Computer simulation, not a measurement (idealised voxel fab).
A process module follows: voxel double patterning.
We display cut, a cross-section 255 nm in width whose square cells are each 5 nm.
Cross-section, as written here: a square-cell grid given band by band from the top down, where a band holds one or more rows of cells.
A band entry consists of two parts. The first gives the height of the band's top and the height of its bottom, in nm. The rest lists the band's materials from left to right, each with its width in nm. A single material labelled with the word "everywhere" fills the band from edge to edge, and the word "empty" marks empty space.
All heights in this document are referenced to 0, defined as the level beneath which the wafer, as received, consists entirely of one material. The lowest band is not bounded below; it extends indefinitely downward and is written in the form "0..down".
With a width like "30->40", each row of cells in the band differs from the next by the same amount, the top row carrying the first number and the bottom row the second.
No cell of the cross-section changed in a step that is given as "nothing got changed".
Enclosed voids (no open way to top), threshold 8 cells or more, entry "Closed void register", notation width x height at distance, distance from left edge, nm.
Whatever follows a step's settings on its line is a remark the simulator itself makes about that step.
A step line may carry the setting "overlay nm", which, for steps involving a mask, states the distance by which the mask lay to the right of its intended position; negative values denote displacement to the left.

The following list gives the planned process steps
1 RECEIVE: material Si
2 CONFORMAL_DEP: material SiO2, thk nm 10
3 DIRECTIONAL_DEP: material W, thk nm 15
4 DIRECTIONAL_DEP: material SiCN, thk nm 5
5 DIRECTIONAL_DEP: material aC, thk nm 15
6 PATTERN: tone open, mask id FIRST, material resist, width nm 15, pitch nm 50, thk nm 30, overlay nm -15
7 DIRECTIONAL_ETCH: etch materials aC, depth nm 15
8 STRIP: etch materials resist
9 DIRECTIONAL_ETCH: etch materials SiCN, depth nm 5
10 STRIP: etch materials aC
11 PATTERN: tone open, mask id SECOND, material resist, width nm 15, pitch nm 50, thk nm 15, overlay nm 0
12 DIRECTIONAL_ETCH: etch materials SiCN, depth nm 5
13 STRIP: etch materials resist
14 DIRECTIONAL_ETCH: etch materials W, depth nm 15
15 STRIP: etch materials SiCN
The plan's step 6 overlay nm is the first wafer's value; the wafers differ in this setting and start identical.

The first of several wafers as received, shown in cross-section; this is its state after step 1
    0..down | Si everywhere
    Closed void register: none

Cross-section after step 15, the final step of the module, for the first of several wafers
    25..10 | W 55 nm  empty 15 nm  W 25 nm  empty 25 nm  W 25 nm  empty 25 nm  W 85 nm
    10..0 | SiO2 everywhere
    0..down | Si everywhere
    Closed void register: none

At the end of the module, the last of several wafers in cross-section
    25..10 | W 85 nm  empty 25 nm  W 25 nm  empty 25 nm  W 25 nm  empty 15 nm  W 55 nm
    10..0 | SiO2 everywhere
    0..down | Si everywhere
    Closed void register: none

The table below has one row for each wafer; a row shows, as of the end of the module, how many cells of each material the wafer has gained, marked (+), or lost, marked (-), since it was received, and then the wafer's closed voids
overlay nm -15 | +102 SiO2 | +114 W | Closed void register: none
overlay nm -10 | +102 SiO2 | +108 W | Closed void register: none
overlay nm -5 | +102 SiO2 | +108 W | Closed void register: none
overlay nm 0 | +102 SiO2 | +108 W | Closed void register: none
overlay nm 5 | +102 SiO2 | +108 W | Closed void register: none
overlay nm 10 | +102 SiO2 | +108 W | Closed void register: none
overlay nm 15 | +102 SiO2 | +114 W | Closed void register: none
